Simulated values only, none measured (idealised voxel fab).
The following is a process module called voxel double patterning.
The cross-section shown here is cut; it is 170 nm wide and divided into square cells measuring 5 nm on a side.
Cross-section format: a grid of square cells, given as bands from top to bottom; each band is one or more rows of cells.
In this notation a band is specified by the heights of its top and bottom, in that order and in nm, after which its materials appear from left to right, each paired with its width in nm. The word "full width" attached to a single material means that material fills the band from edge to edge; the word "empty" stands for empty space.
Below 0: as-received wafer, all one material; heights counted from there. Lowest band: no bottom, goes on down, written "0 down".
Quick explanation for "30 to 40": the width changes in equal steps down the rows of cells, from the first number in the band's top row to the second number in its bottom row.
Step marked "nothing was modified"? Then no cell in the cross-section changed in it.
"Fully closed voids" enumerates empty spaces isolated from the top, with no open way to it, that contain at least 8 cells, giving each as width x height at distance from the left edge, all three in nm.
Anything after a step's settings on that line? It's the simulator's own note about the step.
overlay nm: step with mask; distance mask lay right of planned place; negative value = left of planned place.
# Process steps - plan
1) RECEIVE, material Si
2) CONFORMAL_DEP, material SiN, thk nm 5
3) DIRECTIONAL_DEP, material SiO2, thk nm 10
4) DIRECTIONAL_DEP, material SiCN, thk nm 5
5) DIRECTIONAL_DEP, material aC, thk nm 10
6) PATTERN, tone open, mask id FIRST, material resist, width nm 15, pitch nm 50, thk nm 30, overlay nm 0
7) DIRECTIONAL_ETCH, etch materials aC, depth nm 10
8) STRIP, etch materials resist
9) DIRECTIONAL_ETCH, etch materials SiCN, depth nm 5
10) STRIP, etch materials aC
11) PATTERN, tone open, mask id SECOND, material resist, width nm 15, pitch nm 50, thk nm 20, overlay nm 0
12) DIRECTIONAL_ETCH, etch materials SiCN, depth nm 5
13) STRIP, etch materials resist
14) DIRECTIONAL_ETCH, etch materials SiO2, depth nm 10
15) STRIP, etch materials SiCN
# Shown in cross-section is the wafer as received, that is, as it stands after step 1
	0 down = Si full width
	Fully closed voids: none
# What the wafer looks like in cross-section after this module, when it starts as shown above and follows the plan above but one mistake is made in running it
	15 to 10 = SiN full width
	10 to 0 = SiO2 full width
	0 down = Si full width
	Fully closed voids: none
Against the plan, the run slipped here: contrary to the plan, steps 2 and 3 were processed in exchanged order
